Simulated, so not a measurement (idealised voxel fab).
The following process module bears the name voxel self aligned vias.
FYI the section here is cut, 180 nm wide, cells are 5 nm squares.
Notation: cross-section as square-cell grid; stated in bands, top first, going down; one or more cell rows per band.
The band entry comprises the height of the band's top followed by the height of its bottom, expressed in nm, and subsequently the band's materials from left to right, each stated together with its width in nm. Where a single material is marked with the word "edge to edge", that material fills the band from edge to edge. The word "empty" represents empty space.
Heights are expressed relative to 0, this being the level below which the as-received wafer comprises one material exclusively. The lowest band is unbounded in the downward direction and is denoted as in "0 -> down".
A width given as "30->40" starts at the first number in the band's top row and ends at the second number in its bottom row, shifting by an equal amount at every step from row to row.
Basically "nothing got changed" means that step didn't change any cell in the cross-section.
Closed-off voids of 8+ cells (no open route to the top) go in "Trapped voids", written width x height at distance from the left edge, in nm.
It should be noted that, on the line of a given step, the content following the step's settings is a remark produced by the simulator itself with respect to that step.
A step line may carry the setting "overlay nm", which, for steps involving a mask, states the distance by which the mask lay to the right of its intended position; negative values denote displacement to the left.
Process steps foreseen in the plan:
1 RECEIVE, material Si
2 CONFORMAL_DEP, material SiO2, thk nm 15
3 CONFORMAL_DEP, material SiCN, thk nm 5
4 DIRECTIONAL_DEP, material SiO2, thk nm 25
5 PATTERN, tone open, mask id LINES, material resist, width nm 20, pitch nm 70, thk nm 20, overlay nm -15
6 DIRECTIONAL_ETCH, etch materials SiO2, depth nm 25
7 STRIP, etch materials resist
8 CONFORMAL_DEP, material TiN, thk nm 5
9 FILL_DEP, material Ru, thk nm 5
10 CMP, height nm 45
11 SELECTIVE_ETCH, etch materials W Ru TiN, depth nm 5
12 FILL_DEP, material SiN, thk nm 5
13 CMP, height nm 45
14 DIRECTIONAL_DEP, material SiO2, thk nm 15
15 PATTERN, tone open, mask id VIAS, material resist, width nm 40, pitch nm 70, thk nm 20, overlay nm 0
16 DIRECTIONAL_ETCH, etch materials SiO2, depth nm 15
17 DIRECTIONAL_ETCH, etch materials SiN, depth nm 5
18 STRIP, etch materials resist
19 CONFORMAL_DEP, material TiN, thk nm 5
20 FILL_DEP, material Cu, thk nm 10
21 CMP, height nm 60
22 CONFORMAL_DEP, material SiN, thk nm 5
The value of overlay nm given for step 5 in the plan refers to the first wafer; the wafers vary in this setting and are alike at the start.
First of several wafers (as received, post step 1), cross-sectional view:
	0 -> down  Si edge to edge
	Trapped voids: none
End of module: cross-section of the first of several wafers after step 22, the last step:
	65 -> 60  SiN edge to edge
	60 -> 50  SiO2 (35)  TiN (5)  Cu (30)  TiN (5)  SiO2 (30)  TiN (5)  Cu (30)  TiN (5)  SiO2 (35)
	50 -> 45  SiO2 (35)  TiN (5)  Cu (5)  TiN (30)  SiO2 (30)  TiN (5)  Cu (5)  TiN (30)  SiO2 (35)
	45 -> 40  SiO2 (30)  SiN (5)  TiN (15)  SiO2 (50)  SiN (5)  TiN (15)  SiO2 (60)
	40 -> 25  SiO2 (30)  TiN (5)  Ru (10)  TiN (5)  SiO2 (50)  TiN (5)  Ru (10)  TiN (5)  SiO2 (60)
	25 -> 20  SiO2 (30)  TiN (20)  SiO2 (50)  TiN (20)  SiO2 (60)
	20 -> 15  SiCN edge to edge
	15 -> 0  SiO2 edge to edge
	0 -> down  Si edge to edge
	Trapped voids: none
Last wafer at the end:
	65 -> 60  SiN edge to edge
	60 -> 50  SiO2 (35)  TiN (5)  Cu (30)  TiN (5)  SiO2 (30)  TiN (5)  Cu (30)  TiN (5)  SiO2 (35)
	50 -> 45  SiO2 (35)  TiN (30)  Cu (5)  TiN (5)  SiO2 (30)  TiN (30)  Cu (5)  TiN (5)  SiO2 (35)
	45 -> 40  SiO2 (60)  TiN (15)  SiN (5)  SiO2 (50)  TiN (15)  SiN (5)  SiO2 (30)
	40 -> 25  SiO2 (60)  TiN (5)  Ru (10)  TiN (5)  SiO2 (50)  TiN (5)  Ru (10)  TiN (5)  SiO2 (30)
	25 -> 20  SiO2 (60)  TiN (20)  SiO2 (50)  TiN (20)  SiO2 (30)
	20 -> 15  SiCN edge to edge
	15 -> 0  SiO2 edge to edge
	0 -> down  Si edge to edge
	Trapped voids: none
So in this table every wafer gets its own row, and what you see is where it stands at the end of the module: for each material, how many cells it picked up (+) or gave up (-) since we received it, and after that its closed voids:
overlay nm -15, +26 Cu, +12 Ru, +36 SiCN, +38 SiN, +308 SiO2, +48 TiN, Trapped voids: none
overlay nm -10, +28 Cu, +12 Ru, +36 SiCN, +36 SiN, +308 SiO2, +48 TiN, Trapped voids: none
overlay nm -5, +28 Cu, +12 Ru, +36 SiCN, +36 SiN, +308 SiO2, +48 TiN, Trapped voids: none
overlay nm 0, +28 Cu, +12 Ru, +36 SiCN, +36 SiN, +308 SiO2, +48 TiN, Trapped voids: none
overlay nm 5, +28 Cu, +12 Ru, +36 SiCN, +36 SiN, +308 SiO2, +48 TiN, Trapped voids: none
overlay nm 10, +28 Cu, +12 Ru, +36 SiCN, +36 SiN, +308 SiO2, +48 TiN, Trapped voids: none
overlay nm 15, +26 Cu, +12 Ru, +36 SiCN, +38 SiN, +308 SiO2, +48 TiN, Trapped voids: none
